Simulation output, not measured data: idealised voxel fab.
Process module in this document: voxel transistor to metal
This is section cut - it's 295 nm across, gridded in 5 nm square cells.
Cross-section format: a grid of square cells, given as bands from top to bottom; each band is one or more rows of cells. Band: top and bottom heights (nm) first, top before bottom; then materials from left to right, widths in nm. "throughout" marks a sole material filling the band edge to edge. "empty" denotes empty space. Heads up on the height convention: 0 is the point under which the incoming wafer is all one material, and the lowest band has no bottom, it just keeps going down, like "0 nm and below". The two numbers in a width such as "30 to 40" mark its ends across the band: the first belongs to the top row of cells, the second to the bottom row, and from each row to the next the width moves by the same amount. It should be understood that the words "no modifications", when stated for a given step, signify that the cross-section underwent no change in any of its cells during that step. The list in "Closed cavities" covers empty spaces of 8 cells or more that cannot reach the top through any open way, and it gives each as width x height at distance; the distance is from the left edge, and width, height and distance are in nm. If you see something after the settings on a step's line, that's the simulator's own remark about that step. Steps that use a mask can have "overlay nm" on their line. It says how far the mask sat to the right of where it was meant to be. Negative means to the left.
-- Intended process steps
1. RECEIVE | material Si
2. OXIDIZE | depth nm 5
3. CONFORMAL_DEP | material SiN | thk nm 15
4. DIRECTIONAL_DEP | material aC | thk nm 10
5. PATTERN | tone cover | mask id ACTIVE | material resist | width nm 95 | pitch nm 125 | thk nm 30 | overlay nm 0
6. DIRECTIONAL_ETCH | etch materials aC | depth nm 10
7. STRIP | etch materials resist
8. DIRECTIONAL_ETCH | etch materials SiN | depth nm 15
9. DIRECTIONAL_ETCH | etch materials SiO2 | depth nm 5
10. DIRECTIONAL_ETCH | etch materials Si | depth nm 35
11. STRIP | etch materials aC
12. OXIDIZE | depth nm 5
13. FILL_DEP | material SiO2 | thk nm 15
14. CMP | height nm 15
15. SELECTIVE_ETCH | etch materials SiO2 | depth nm 5
16. STRIP | etch materials SiN
17. SELECTIVE_ETCH | etch materials SiO2 | depth nm 5
18. OXIDIZE | depth nm 5
19. DIRECTIONAL_DEP | material polySi | thk nm 30
20. DIRECTIONAL_DEP | material SiCN | thk nm 15
21. MASKED_ETCH | tone cover | mask id GATE | width nm 25 | pitch nm 125 | etch materials SiCN | depth nm 25 | overlay nm 0
22. MASKED_ETCH | tone cover | mask id GATE | width nm 25 | pitch nm 125 | etch materials polySi | depth nm 40 | overlay nm 0
23. CONFORMAL_DEP | material SiN | thk nm 5
24. DIRECTIONAL_ETCH | etch materials SiN | depth nm 5
25. DIRECTIONAL_ETCH | etch materials SiO2 | depth nm 5
26. EPI | material nSi | thk nm 5
27. FILL_DEP | material SiO2 | thk nm 5
28. CMP | height nm 40
29. DIRECTIONAL_DEP | material SiO2 | thk nm 10
30. DIRECTIONAL_DEP | material aC | thk nm 10
31. PATTERN | tone open | mask id CONTACT | material resist | width nm 25 | thk nm 30 | overlay nm 0
32. DIRECTIONAL_ETCH | etch materials aC | depth nm 10
33. STRIP | etch materials resist
34. DIRECTIONAL_ETCH | etch materials SiO2 | depth nm 55
35. STRIP | etch materials aC
36. CONFORMAL_DEP | material TiN | thk nm 5
37. FILL_DEP | material Ru | thk nm 10
38. CMP | height nm 50
39. DIRECTIONAL_DEP | material TiN | thk nm 5
40. DIRECTIONAL_DEP | material W | thk nm 15
41. DIRECTIONAL_DEP | material aC | thk nm 15
42. PATTERN | tone cover | mask id METAL_1 | material resist | width nm 15 | thk nm 35 | overlay nm 0
43. DIRECTIONAL_ETCH | etch materials aC | depth nm 15
44. STRIP | etch materials resist
45. DIRECTIONAL_ETCH | etch materials W | depth nm 15
46. DIRECTIONAL_ETCH | etch materials TiN | depth nm 5
47. STRIP | etch materials aC
48. FILL_DEP | material SiO2 | thk nm 5
49. CMP | height nm 70
50. CONFORMAL_DEP | material SiN | thk nm 5
-- Cross-section: wafer on arrival = after step 1
	0 nm and below | Si throughout
	Closed cavities: none
-- First of two wafers, end-of-module section, run followed plan
	75 nm to 70 nm | SiN throughout
	70 nm to 55 nm | SiO2=40, W=15, SiO2=55, W=15, SiO2=40, W=15, SiO2=55, W=15, SiO2=45
	55 nm to 50 nm | SiO2=40, TiN=15, SiO2=55, TiN=15, SiO2=40, TiN=15, SiO2=55, TiN=15, SiO2=45
	50 nm to 40 nm | SiO2=40, TiN=5, Ru=15, TiN=5, SiO2=35, TiN=5, Ru=15, TiN=5, SiO2=40, TiN=5, Ru=15, TiN=5, SiO2=35, TiN=5, Ru=15, TiN=5, SiO2=45
	40 nm to 25 nm | SiO2=40, TiN=5, Ru=15, TiN=5, SiN=5, SiCN=25, SiN=5, TiN=5, Ru=15, TiN=5, SiO2=40, TiN=5, Ru=15, TiN=5, SiN=5, SiCN=25, SiN=5, TiN=5, Ru=15, TiN=5, SiO2=45
	25 nm to 5 nm | SiO2=40, TiN=5, Ru=15, TiN=5, SiN=5, polySi=25, SiN=5, TiN=5, Ru=15, TiN=5, SiO2=40, TiN=5, Ru=15, TiN=5, SiN=5, polySi=25, SiN=5, TiN=5, Ru=15, TiN=5, SiO2=45
	5 nm to 0 nm | SiO2=30, SiN=5, SiO2=5, TiN=5, Ru=15, TiN=5, SiN=5, polySi=25, SiN=5, TiN=5, Ru=15, TiN=5, SiO2=5, SiN=5, SiO2=20, SiN=5, SiO2=5, TiN=5, Ru=15, TiN=5, SiN=5, polySi=25, SiN=5, TiN=5, Ru=15, TiN=5, SiO2=5, SiN=5, SiO2=35
	0 nm to -5 nm | SiO2=30, SiN=5, SiO2=5, TiN=25, SiN=5, polySi=25, SiN=5, TiN=25, SiO2=5, SiN=5, SiO2=20, SiN=5, SiO2=5, TiN=25, SiN=5, polySi=25, SiN=5, TiN=25, SiO2=5, SiN=5, SiO2=35
	-5 nm to -10 nm | SiO2=35, nSi=30, SiO2=35, nSi=30, SiO2=30, nSi=30, SiO2=35, nSi=30, SiO2=40
	-10 nm to -45 nm | SiO2=40, Si=85, SiO2=40, Si=85, SiO2=45
	-45 nm and below | Si throughout
	Closed cavities: none
-- Presented here is a cross-section of the second of the two wafers as it stood at the end of the module. It was started in the same manner and assigned the same plan as the first wafer; however, one mistake was made in its execution
	75 nm to 70 nm | SiN throughout
	70 nm to 65 nm | SiO2=40, TiN=15, SiO2=55, TiN=15, SiO2=40, TiN=15, SiO2=55, TiN=15, SiO2=45
	65 nm to 55 nm | Ru throughout
	55 nm to 50 nm | TiN=45, Ru=15, TiN=45, Ru=15, TiN=50, Ru=15, TiN=45, Ru=15, TiN=50
	50 nm to 40 nm | SiO2=40, TiN=5, Ru=15, TiN=5, SiO2=35, TiN=5, Ru=15, TiN=5, SiO2=40, TiN=5, Ru=15, TiN=5, SiO2=35, TiN=5, Ru=15, TiN=5, SiO2=45
	40 nm to 25 nm | SiO2=40, TiN=5, Ru=15, TiN=5, SiN=5, SiCN=25, SiN=5, TiN=5, Ru=15, TiN=5, SiO2=40, TiN=5, Ru=15, TiN=5, SiN=5, SiCN=25, SiN=5, TiN=5, Ru=15, TiN=5, SiO2=45
	25 nm to 5 nm | SiO2=40, TiN=5, Ru=15, TiN=5, SiN=5, polySi=25, SiN=5, TiN=5, Ru=15, TiN=5, SiO2=40, TiN=5, Ru=15, TiN=5, SiN=5, polySi=25, SiN=5, TiN=5, Ru=15, TiN=5, SiO2=45
	5 nm to 0 nm | SiO2=30, SiN=5, SiO2=5, TiN=5, Ru=15, TiN=5, SiN=5, polySi=25, SiN=5, TiN=5, Ru=15, TiN=5, SiO2=5, SiN=5, SiO2=20, SiN=5, SiO2=5, TiN=5, Ru=15, TiN=5, SiN=5, polySi=25, SiN=5, TiN=5, Ru=15, TiN=5, SiO2=5, SiN=5, SiO2=35
	0 nm to -5 nm | SiO2=30, SiN=5, SiO2=5, TiN=25, SiN=5, polySi=25, SiN=5, TiN=25, SiO2=5, SiN=5, SiO2=20, SiN=5, SiO2=5, TiN=25, SiN=5, polySi=25, SiN=5, TiN=25, SiO2=5, SiN=5, SiO2=35
	-5 nm to -10 nm | SiO2=35, nSi=30, SiO2=35, nSi=30, SiO2=30, nSi=30, SiO2=35, nSi=30, SiO2=40
	-10 nm to -45 nm | SiO2=40, Si=85, SiO2=40, Si=85, SiO2=45
	-45 nm and below | Si throughout
	Closed cavities: none
What broke from the plan during processing? step 38 of the plan: omitted, not performed
In the final state, the cell counts of the second wafer exceed or fall short of those of the first for the following materials: Ru: 130 more, SiO2: 141 fewer, TiN: 47 more, W: 36 fewer
